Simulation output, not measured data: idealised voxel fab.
The process module that follows is named voxel double patterning.
Displayed cross-section: cut, width of 245 nm, square cells sized 5 nm.
Cross-section, as written here: a square-cell grid given band by band from the top down, where a band holds one or more rows of cells.
The entry gives the band's vertical extent as a top height and a bottom height in nm, then its horizontal make-up as materials from left to right, each with a width in nm. "empty" stands for empty space; a single material marked "throughout" fills the band edge to edge.
Heights are reckoned from 0. Under this level, the received wafer is all of one material. The bottommost band is open-ended downward, for example "0 down".
The two numbers in a width such as "30..40" mark its ends across the band: the first belongs to the top row of cells, the second to the bottom row, and from each row to the next the width moves by the same amount.
No cell of the cross-section changed in a step that is given as "no change".
Enclosed voids (no open way to top), threshold 8 cells or more, entry "Sealed void inventory", notation width x height at distance, distance from left edge, nm.
That trailing text on a step's line, after the settings, is the simulator's own remark on the step.
overlay nm: how far to the right of its planned place the mask lay on this masked step (negative: to the left).
List of planned process steps
1,RECEIVE [material Si]
2,CONFORMAL_DEP [material SiN] [thk nm 10]
3,DIRECTIONAL_DEP [material SiO2] [thk nm 15]
4,DIRECTIONAL_DEP [material SiCN] [thk nm 10]
5,MASKED_ETCH [tone open] [mask id FIRST] [width nm 15] [pitch nm 50] [etch materials SiCN] [depth nm 10] [overlay nm 0]
6,DIRECTIONAL_DEP [material aC] [thk nm 10]
7,PATTERN [tone open] [mask id SECOND] [material resist] [width nm 15] [pitch nm 50] [thk nm 30] [overlay nm 0]
8,DIRECTIONAL_ETCH [etch materials aC] [depth nm 10]
9,STRIP [etch materials resist]
10,DIRECTIONAL_ETCH [etch materials SiCN] [depth nm 10]
11,STRIP [etch materials aC]
12,DIRECTIONAL_ETCH [etch materials SiO2] [depth nm 15]
13,STRIP [etch materials SiCN]
As received (post step 1): cross-section
- 0 down | Si throughout
- Sealed void inventory: none
Wafer at module end, in section. Began as above, planned as above, run with one mistake
- 25 to 10 | SiO2 (75) | empty (30) | SiO2 (20) | empty (30) | SiO2 (20) | empty (15) | SiO2 (55)
- 10 to 0 | SiN throughout
- 0 down | Si throughout
- Sealed void inventory: none
It is concluded that the wafer was processed incorrectly with respect to the plan, in that rather than as planned, step 5 actually ran as MASKED_ETCH [tone open] [mask id FIRST] [width nm 15] [pitch nm 50] [etch materials SiCN] [depth nm 10] [overlay nm 10]
